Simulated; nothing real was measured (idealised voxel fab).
You're looking at the process module voxel quadruple lines.
Square cells of 5 nm make up the cross-section cut, whose width is 295 nm.
Reading order for cross-sections: top band down to bottom band. Underlying form: a grid of square cells. Band size: one or more rows of cells.
Band entry format. Leading values: height of top, height of bottom, nm. Remainder: materials in left-to-right order, each with its width in nm. Special words: "edge to edge" on a single material, which then fills the band edge to edge; "blank", empty space.
Ref level 0: as-received wafer is one material below here. Bottom band extends down with no lower bound ("from 0 down").
So if you see something like "30->40" for the width, read it as the top row of the band sitting at the first number and the bottom row at the second, with every row in between moving by the same amount as the last.
Reading "nothing got changed" for a step: not a cell of the cross-section changed in it.
Entry "Closed void register" = empty spaces >= 8 cells with no open way to the top; each as width x height at distance, distance from left edge, all nm.
Read whatever lies past the settings on a step's line as the simulator's own remark about the step.
overlay nm, on a step with a mask: how far to the right of its planned place the mask lay; to the left if negative
# Here's what the planned process steps look like
1) RECEIVE,material Si
2) CONFORMAL_DEP,material Al2O3,thk nm 5
3) DIRECTIONAL_DEP,material TiN,thk nm 15
4) DIRECTIONAL_DEP,material polySi,thk nm 20
5) DIRECTIONAL_DEP,material aC,thk nm 20
6) PATTERN,tone cover,mask id MANDREL,material resist,width nm 30,thk nm 30,overlay nm 0
7) DIRECTIONAL_ETCH,etch materials aC,depth nm 20
8) STRIP,etch materials resist
9) CONFORMAL_DEP,material SiO2,thk nm 10
10) DIRECTIONAL_ETCH,etch materials SiO2,depth nm 10
11) STRIP,etch materials aC
12) DIRECTIONAL_ETCH,etch materials polySi,depth nm 20
13) STRIP,etch materials SiO2
14) CONFORMAL_DEP,material SiCN,thk nm 10
15) DIRECTIONAL_ETCH,etch materials SiCN,depth nm 10
16) STRIP,etch materials polySi
17) DIRECTIONAL_ETCH,etch materials TiN,depth nm 15
18) STRIP,etch materials SiCN
# Incoming wafer, cross-sectional view, post step 1
	from 0 down: Si edge to edge
	Closed void register: none
# Starting structure and process plan are as shown above, but one mistake was made in running the module; the wafer cross-section at the end of the module follows
	from 25 to 10: blank 110 nm, TiN 10 nm, blank 10 nm, TiN 10 nm, blank 10 nm, TiN 10 nm, blank 10 nm, TiN 10 nm, blank 115 nm
	from 10 to 5: TiN edge to edge
	from 5 to 0: Al2O3 edge to edge
	from 0 down: Si edge to edge
	Closed void register: none
Heads up, the wafer didn't run the way we planned it: off-plan run, step 3, actual operation and settings DIRECTIONAL_DEP,material TiN,thk nm 20
